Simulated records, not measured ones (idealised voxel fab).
Title: Process Module voxel tone inversion
For reference, the cross-section in this document is cut, with width 270 nm and square cells of 5 nm.
This document writes a cross-section as a grid whose cells are square, and gives it as bands, listed from the top down; one or more rows of cells form a band.
Top height, bottom height, nm. Materials left to right, width each, nm. Single material + "edge to edge" = fills band edge to edge. "empty" = empty.
Heights are measured from 0, the level below which the as-received wafer is all one material; the lowest band has no bottom and continues downward, written as in "from 0 down".
Think of "30..40" as a width that walks from the first number to the second as you go down the band, top row to bottom row, taking equal-sized steps from row to row.
Reading "no modifications" for a step: not a cell of the cross-section changed in it.
The entry titled "Closed void entries" provides the empty spaces that have no open way to the top, restricted to those of 8 cells or more. Each is presented as width x height at distance, the distance being measured from the left edge, with all three in nm.
Note: text after step settings on the step line = simulator remark on that step.
overlay nm: right-of-plan distance of the mask on a masked step; negative values mean left-of-plan.

### Listed below are the process steps as planned
1) RECEIVE [material Si]
2) CONFORMAL_DEP [material SiCN] [thk nm 5]
3) DIRECTIONAL_DEP [material aC] [thk nm 25]
4) PATTERN [tone cover] [mask id POSTS] [material resist] [width nm 25] [pitch nm 45] [thk nm 35] [overlay nm 0]
5) DIRECTIONAL_ETCH [etch materials aC] [depth nm 25]
6) STRIP [etch materials resist]
7) FILL_DEP [material lowk] [thk nm 5]
8) CMP [height nm 30]
9) STRIP [etch materials aC]

### Incoming wafer in cross-section (state: after step 1)
> from 0 down  Si edge to edge
> Closed void entries: none

### End state of the module in cross-section, given the above starting point and plan and one mistake in execution
> from 30 to 5  lowk=95  empty=25  lowk=20  empty=25  lowk=105
> from 5 to 0  SiCN edge to edge
> from 0 down  Si edge to edge
> Closed void entries: none
What went wrong in running the wafer? step 4 was not run as planned; what actually ran was PATTERN [tone cover] [mask id POSTS] [material resist] [width nm 25] [pitch nm 45] [thk nm 35] [overlay nm -5]
